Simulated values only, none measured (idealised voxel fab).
The document below concerns the process module designated voxel wiring stack.
FYI the section here is cut, 245 nm wide, cells are 5 nm squares.
Heads up, the way a cross-section reads in here is a grid of square cells, handed over as bands from the top down, with every band being one or more rows of cells.
Top height, bottom height, nm. Materials left to right, width each, nm. Single material + "full width" = fills band edge to edge. "blank" = empty.
Ref level 0: as-received wafer is one material below here. Bottom band extends down with no lower bound ("0..down").
A width such as "30 to 40" changes by the same amount from each row of cells to the next, from the band's top row to its bottom row.
Where a step carries "everything unchanged", the cross-section came out of it unchanged, cell for cell.
In the "Sealed void list" entry, you get each enclosed empty space of 8 cells or more, one with no open way to the top, written width x height at distance, distance from the left edge, in nm.
Heads up: the bit after the settings on a step's line is the simulator's remark on that step.
Steps that use a mask can have "overlay nm" on their line. It says how far the mask sat to the right of where it was meant to be. Negative means to the left.

-- Planned process steps
1: RECEIVE [material Si]
2: CONFORMAL_DEP [material SiO2] [thk nm 10]
3: CONFORMAL_DEP [material SiCN] [thk nm 5]
4: DIRECTIONAL_DEP [material lowk] [thk nm 20]
5: PATTERN [tone open] [mask id METAL_1] [material resist] [width nm 25] [pitch nm 55] [thk nm 20] [overlay nm 0]
6: DIRECTIONAL_ETCH [etch materials lowk] [depth nm 20]
7: DIRECTIONAL_ETCH [etch materials SiCN] [depth nm 5]
8: STRIP [etch materials resist]
9: CONFORMAL_DEP [material TiN] [thk nm 5]
10: FILL_DEP [material W] [thk nm 10]
11: CMP [height nm 35]
12: CONFORMAL_DEP [material SiCN] [thk nm 5]
13: DIRECTIONAL_DEP [material lowk] [thk nm 35]
14: PATTERN [tone open] [mask id METAL_2] [material resist] [width nm 25] [pitch nm 55] [thk nm 15] [overlay nm 0]
15: DIRECTIONAL_ETCH [etch materials lowk] [depth nm 20]
16: STRIP [etch materials resist]
17: PATTERN [tone open] [mask id METAL_2_HOLES] [material resist] [width nm 15] [pitch nm 110] [thk nm 20] [overlay nm 0]
18: DIRECTIONAL_ETCH [etch materials lowk] [depth nm 15]
19: DIRECTIONAL_ETCH [etch materials SiCN] [depth nm 5]
20: STRIP [etch materials resist]
21: CONFORMAL_DEP [material TiN] [thk nm 5]
22: FILL_DEP [material Cu] [thk nm 5]
23: CMP [height nm 75]
24: CONFORMAL_DEP [material SiN] [thk nm 5]

-- Delivered wafer in cross-section: state after step 1
0..down | Si full width
Sealed void list: none

-- Wafer at module end, in section. Began as above, planned as above, run with one mistake
80..75 | SiN full width
75..70 | TiN: 30, then Cu: 15, then TiN: 40, then Cu: 15, then TiN: 40, then Cu: 15, then TiN: 40, then Cu: 15, then TiN: 35
70..55 | lowk: 25, then TiN: 5, then Cu: 15, then TiN: 5, then lowk: 30, then TiN: 5, then Cu: 15, then TiN: 5, then lowk: 30, then TiN: 5, then Cu: 15, then TiN: 5, then lowk: 30, then TiN: 5, then Cu: 15, then TiN: 5, then lowk: 30
55..50 | lowk: 25, then TiN: 5, then Cu: 5, then TiN: 15, then lowk: 30, then TiN: 25, then lowk: 30, then TiN: 5, then Cu: 5, then TiN: 15, then lowk: 30, then TiN: 25, then lowk: 30
50..35 | lowk: 25, then TiN: 5, then Cu: 5, then TiN: 5, then lowk: 95, then TiN: 5, then Cu: 5, then TiN: 5, then lowk: 95
35..30 | SiCN: 25, then TiN: 15, then SiCN: 95, then TiN: 15, then SiCN: 95
30..15 | lowk: 25, then TiN: 5, then W: 15, then TiN: 5, then lowk: 30, then TiN: 5, then W: 15, then TiN: 5, then lowk: 30, then TiN: 5, then W: 15, then TiN: 5, then lowk: 30, then TiN: 5, then W: 15, then TiN: 5, then lowk: 30
15..10 | SiCN: 25, then TiN: 25, then SiCN: 30, then TiN: 25, then SiCN: 30, then TiN: 25, then SiCN: 30, then TiN: 25, then SiCN: 30
10..0 | SiO2 full width
0..down | Si full width
Sealed void list: none
It is concluded that the wafer was processed incorrectly with respect to the plan, in that step 11 changed vs plan, executed as CMP [height nm 30]
